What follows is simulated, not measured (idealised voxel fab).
Name of the process module below: voxel transistor to metal
The cross-section shown here is cut; it is 145 nm wide and divided into square cells measuring 5 nm on a side.
Each cross-section below is a grid of square cells, stated as bands in top-down order, with one or more rows of cells making up each band.
A band entry consists of two parts. The first gives the height of the band's top and the height of its bottom, in nm. The rest lists the band's materials from left to right, each with its width in nm. A single material labelled with the word "full width" fills the band from edge to edge, and the word "air" marks empty space.
Zero point of the height axis is 0; under it, received wafer = one material. Lowest band: continues down indefinitely, "top 0, no bottom".
Think of "30->40" as a width that walks from the first number to the second as you go down the band, top row to bottom row, taking equal-sized steps from row to row.
When a step is marked "stayed the same", none of the cells in the cross-section changed during that step.
The label "Closed cavity list" introduces a list of the empty spaces, 8 cells or larger, that have no open way up to the top; each entry in it reads width x height at distance, where the distance is taken from the left edge and all three are stated in nm.
What comes after the settings on a step's line is commentary from the simulator itself on that step.
overlay nm: how far to the right of its planned place the mask lay on this masked step (negative: to the left).
-- So here's the lineup of process steps we planned
1) RECEIVE with material Si
2) OXIDIZE with depth nm 5
3) CONFORMAL_DEP with material SiN, thk nm 10
4) DIRECTIONAL_DEP with material aC, thk nm 10
5) PATTERN with tone cover, mask id ACTIVE, material resist, width nm 115, thk nm 25, overlay nm 0
6) DIRECTIONAL_ETCH with etch materials aC, depth nm 10
7) STRIP with etch materials resist
8) DIRECTIONAL_ETCH with etch materials SiN, depth nm 10
9) DIRECTIONAL_ETCH with etch materials SiO2, depth nm 5
10) DIRECTIONAL_ETCH with etch materials Si, depth nm 20
11) STRIP with etch materials aC
12) FILL_DEP with material SiO2, thk nm 5
13) CMP with height nm 10
14) SELECTIVE_ETCH with etch materials SiO2, depth nm 5
15) STRIP with etch materials SiN
16) SELECTIVE_ETCH with etch materials SiO2, depth nm 5
17) OXIDIZE with depth nm 5
18) DIRECTIONAL_DEP with material polySi, thk nm 30
19) DIRECTIONAL_DEP with material SiCN, thk nm 15
20) PATTERN with tone cover, mask id GATE, material resist, width nm 25, thk nm 20, overlay nm 0
21) DIRECTIONAL_ETCH with etch materials SiCN, depth nm 25
22) DIRECTIONAL_ETCH with etch materials polySi, depth nm 40
23) STRIP with etch materials resist
24) CONFORMAL_DEP with material SiN, thk nm 5
25) DIRECTIONAL_ETCH with etch materials SiN, depth nm 5
26) DIRECTIONAL_ETCH with etch materials SiO2, depth nm 5
27) DIRECTIONAL_ETCH with etch materials Si, depth nm 10
28) EPI with material pSi, thk nm 10
29) FILL_DEP with material SiO2, thk nm 5
30) CMP with height nm 25
31) STRIP with etch materials polySi
32) SELECTIVE_ETCH with etch materials SiO2, depth nm 5
33) CONFORMAL_DEP with material HfO2, thk nm 5
34) CONFORMAL_DEP with material TiN, thk nm 5
35) FILL_DEP with material W, thk nm 10
36) CMP with height nm 20
37) DIRECTIONAL_DEP with material SiO2, thk nm 15
38) DIRECTIONAL_DEP with material aC, thk nm 15
39) PATTERN with tone open, mask id CONTACT, material resist, width nm 20, pitch nm 75, thk nm 35, overlay nm 0
40) DIRECTIONAL_ETCH with etch materials aC, depth nm 15
41) STRIP with etch materials resist
42) DIRECTIONAL_ETCH with etch materials SiO2, depth nm 45
43) STRIP with etch materials aC
44) CONFORMAL_DEP with material TiN, thk nm 5
45) FILL_DEP with material W, thk nm 10
46) CMP with height nm 35
47) CONFORMAL_DEP with material SiCN, thk nm 5
48) DIRECTIONAL_DEP with material lowk, thk nm 15
49) MASKED_ETCH with tone open, mask id METAL_1, width nm 20, pitch nm 75, etch materials lowk, depth nm 15, overlay nm 0
50) MASKED_ETCH with tone open, mask id METAL_1, width nm 20, pitch nm 75, etch materials SiCN, depth nm 5, overlay nm 0
51) CONFORMAL_DEP with material TiN, thk nm 5
52) FILL_DEP with material Ru, thk nm 10
53) CMP with height nm 55
54) EPI with material Ru, thk nm 5
55) FILL_DEP with material SiCN, thk nm 5
-- Incoming wafer in cross-section (state: after step 1)
    top 0, no bottom: Si full width
    Closed cavity list: none
-- End-of-module cross-section. Starting structure and process plan as above; one mistake made in running it
    top 65, bottom 60: SiCN full width
    top 60, bottom 55: SiCN (20); Ru (30); SiCN (45); Ru (30); SiCN (20)
    top 55, bottom 40: lowk (25); TiN (5); Ru (10); TiN (5); lowk (55); TiN (5); Ru (10); TiN (5); lowk (25)
    top 40, bottom 35: SiCN (25); TiN (20); SiCN (55); TiN (20); SiCN (25)
    top 35, bottom 25: SiO2 (25); TiN (5); W (10); TiN (5); SiO2 (55); TiN (5); W (10); TiN (5); SiO2 (25)
    top 25, bottom 20: SiO2 (25); TiN (20); SiO2 (55); TiN (20); SiO2 (25)
    top 20, bottom 5: W (50); TiN (5); HfO2 (5); SiN (5); SiO2 (15); SiN (5); HfO2 (5); TiN (5); W (50)
    top 5, bottom 0: TiN (15); W (35); TiN (5); HfO2 (5); SiN (5); SiO2 (15); SiN (5); HfO2 (5); TiN (5); W (35); TiN (15)
    top 0, bottom -5: HfO2 (10); TiN (45); HfO2 (5); SiN (5); pSi (15); SiN (5); HfO2 (5); TiN (45); HfO2 (10)
    top -5, bottom -10: SiO2 (5); HfO2 (60); pSi (15); HfO2 (60); SiO2 (5)
    top -10, bottom -20: SiO2 (15); Si (50); pSi (15); Si (50); SiO2 (15)
    top -20, bottom -25: SiO2 (15); Si (115); SiO2 (15)
    top -25, no bottom: Si full width
    Closed cavity list: none
Which mistake was made when the wafer was run? step 20 was not run as planned; what actually ran was PATTERN with tone open, mask id GATE, material resist, width nm 25, thk nm 20, overlay nm 0
